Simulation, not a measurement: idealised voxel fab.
process module | voxel self aligned vias
cross-section cut | 280 nm wide | cells 5 nm
A cross-section is a grid of square cells, given in bands from the top down. A band is one or more rows of cells.
Each band's line starts with the height of the band's top and of its bottom, in nm. Then come its materials from left to right, each with its width in nm. One material with "throughout" fills the band from edge to edge. "air" is empty space.
Height 0 is the level under which the wafer as received is all one material. The lowest band goes on downwards, as in "0 down".
A width such as "30 to 40" changes by the same amount from each row of cells to the next, from the band's top row to its bottom row.
"no change" after a step means that no cell of the cross-section changed.
closed voids: empty space of 8 cells or more with no open way to the top, each as width x height at its distance from the left edge, in nm
after a step's settings: what the simulator itself notes on the step
overlay nm, on a step with a mask: how far to the right of its planned place the mask lay; to the left if negative
plan
1 op RECEIVE | material Si
2 op CONFORMAL_DEP | material SiO2 | thk nm 10
3 op CONFORMAL_DEP | material SiCN | thk nm 5
4 op DIRECTIONAL_DEP | material SiO2 | thk nm 30
5 op MASKED_ETCH | tone open | mask id LINES | width nm 25 | pitch nm 75 | etch materials SiO2 | depth nm 30 | overlay nm 0
6 op CONFORMAL_DEP | material TiN | thk nm 5
7 op FILL_DEP | material W | thk nm 10
8 op CMP | height nm 45
9 op SELECTIVE_ETCH | etch materials W Ru TiN | depth nm 5
10 op FILL_DEP | material SiN | thk nm 10
11 op CMP | height nm 45
12 op DIRECTIONAL_DEP | material SiO2 | thk nm 15
13 op PATTERN | tone open | mask id VIAS | material resist | width nm 45 | thk nm 20 | overlay nm 0
14 op DIRECTIONAL_ETCH | etch materials SiO2 | depth nm 15
15 op DIRECTIONAL_ETCH | etch materials SiN | depth nm 5
16 op STRIP | etch materials resist
17 op CONFORMAL_DEP | material TiN | thk nm 5
18 op FILL_DEP | material Cu | thk nm 10
19 op CMP | height nm 60
20 op CONFORMAL_DEP | material SiCN | thk nm 5
as received, after step 1
  0 down: Si throughout
  closed voids: none
a wafer at the end: this start, this plan, one mistake
  65 to 60: SiCN throughout
  60 to 50: SiO2 85 | TiN 5 | Cu 25 | TiN 5 | SiO2 160
  50 to 45: SiO2 85 | TiN 10 | Cu 15 | TiN 10 | SiO2 160
  45 to 40: SiO2 90 | TiN 25 | SiO2 50 | SiN 25 | SiO2 90
  40 to 20: SiO2 90 | TiN 5 | W 15 | TiN 5 | SiO2 50 | TiN 5 | W 15 | TiN 5 | SiO2 90
  20 to 15: SiO2 90 | TiN 25 | SiO2 50 | TiN 25 | SiO2 90
  15 to 10: SiCN throughout
  10 to 0: SiO2 throughout
  0 down: Si throughout
  closed voids: none
what went wrong: step 13 ran as: op PATTERN | tone open | mask id VIAS | material resist | width nm 35 | thk nm 20 | overlay nm 0
